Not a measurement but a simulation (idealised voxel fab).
process module | voxel self aligned vias
cross-section cut | 300 nm wide | cells 5 nm
A cross-section is a grid of square cells, given in bands from the top down. A band is one or more rows of cells.
Each band's line starts with the height of the band's top and of its bottom, in nm. Then come its materials from left to right, each with its width in nm. One material with "throughout" fills the band from edge to edge. "air" is empty space.
Height 0 is the level under which the wafer as received is all one material. The lowest band goes on downwards, as in "0 down".
A width such as "30 to 40" changes by the same amount from each row of cells to the next, from the band's top row to its bottom row.
"no change" after a step means that no cell of the cross-section changed.
closed voids: empty space of 8 cells or more with no open way to the top, each as width x height at its distance from the left edge, in nm
after a step's settings: what the simulator itself notes on the step
overlay nm, on a step with a mask: how far to the right of its planned place the mask lay; to the left if negative
plan
1 op RECEIVE | material Si
2 op CONFORMAL_DEP | material SiO2 | thk nm 15
3 op CONFORMAL_DEP | material SiCN | thk nm 5
4 op DIRECTIONAL_DEP | material SiO2 | thk nm 25
5 op PATTERN | tone open | mask id LINES | material resist | width nm 15 | pitch nm 60 | thk nm 15 | overlay nm 0
6 op DIRECTIONAL_ETCH | etch materials SiO2 | depth nm 25
7 op STRIP | etch materials resist
8 op CONFORMAL_DEP | material TiN | thk nm 5
9 op FILL_DEP | material W | thk nm 10
10 op CMP | height nm 45
11 op SELECTIVE_ETCH | etch materials W Ru TiN | depth nm 5
12 op FILL_DEP | material SiN | thk nm 5
13 op CMP | height nm 45
14 op DIRECTIONAL_DEP | material SiO2 | thk nm 20
15 op DIRECTIONAL_DEP | material aC | thk nm 10
16 op PATTERN | tone open | mask id VIAS | material resist | width nm 40 | pitch nm 60 | thk nm 30 | overlay nm 0
17 op DIRECTIONAL_ETCH | etch materials aC | depth nm 10
18 op STRIP | etch materials resist
19 op DIRECTIONAL_ETCH | etch materials SiO2 | depth nm 20
20 op DIRECTIONAL_ETCH | etch materials SiN | depth nm 5
21 op STRIP | etch materials aC
22 op CONFORMAL_DEP | material TiN | thk nm 5
23 op FILL_DEP | material Ru | thk nm 10
24 op CMP | height nm 65
25 op CONFORMAL_DEP | material SiN | thk nm 5
varied across the wafers: width nm of step 5. The plan shows the first wafer's value. All wafers start alike
first wafer as received, after step 1
  0 down: Si throughout
  closed voids: none
first wafer at the end, after step 25
  70 to 65: SiN throughout
  65 to 50: SiO2 70 | TiN 5 | Ru 30 | TiN 5 | SiO2 20 | TiN 5 | Ru 30 | TiN 5 | SiO2 20 | TiN 5 | Ru 30 | TiN 5 | SiO2 70
  50 to 45: SiO2 70 | TiN 20 | Ru 5 | TiN 15 | SiO2 20 | TiN 20 | Ru 5 | TiN 15 | SiO2 20 | TiN 20 | Ru 5 | TiN 15 | SiO2 70
  45 to 40: SiO2 85 | TiN 15 | SiO2 45 | TiN 15 | SiO2 45 | TiN 15 | SiO2 80
  40 to 25: SiO2 85 | TiN 5 | W 5 | TiN 5 | SiO2 45 | TiN 5 | W 5 | TiN 5 | SiO2 45 | TiN 5 | W 5 | TiN 5 | SiO2 80
  25 to 20: SiO2 85 | TiN 15 | SiO2 45 | TiN 15 | SiO2 45 | TiN 15 | SiO2 80
  20 to 15: SiCN throughout
  15 to 0: SiO2 throughout
  0 down: Si throughout
  closed voids: none
last wafer at the end
  70 to 65: SiN throughout
  65 to 50: SiO2 70 | TiN 5 | Ru 30 | TiN 5 | SiO2 20 | TiN 5 | Ru 30 | TiN 5 | SiO2 20 | TiN 5 | Ru 30 | TiN 5 | SiO2 70
  50 to 45: SiO2 70 | TiN 10 | Ru 25 | TiN 5 | SiO2 20 | TiN 10 | Ru 25 | TiN 5 | SiO2 20 | TiN 10 | Ru 25 | TiN 5 | SiO2 70
  45 to 40: SiO2 75 | TiN 35 | SiO2 25 | TiN 35 | SiO2 25 | TiN 35 | SiO2 70
  40 to 25: SiO2 75 | TiN 5 | W 25 | TiN 5 | SiO2 25 | TiN 5 | W 25 | TiN 5 | SiO2 25 | TiN 5 | W 25 | TiN 5 | SiO2 70
  25 to 20: SiO2 75 | TiN 35 | SiO2 25 | TiN 35 | SiO2 25 | TiN 35 | SiO2 70
  20 to 15: SiCN throughout
  15 to 0: SiO2 throughout
  0 down: Si throughout
  closed voids: none
each wafer at the end: cells of each material gained (+) or lost (-) since it was received, then its closed voids
width nm 15 | +57 Ru | +60 SiCN | +60 SiN | +579 SiO2 | +75 TiN | +9 W | closed voids: none
width nm 20 | +60 Ru | +60 SiCN | +60 SiN | +564 SiO2 | +78 TiN | +18 W | closed voids: none
width nm 25 | +63 Ru | +60 SiCN | +60 SiN | +549 SiO2 | +81 TiN | +27 W | closed voids: none
width nm 30 | +66 Ru | +60 SiCN | +60 SiN | +534 SiO2 | +84 TiN | +36 W | closed voids: none
width nm 35 | +69 Ru | +60 SiCN | +60 SiN | +519 SiO2 | +87 TiN | +45 W | closed voids: none
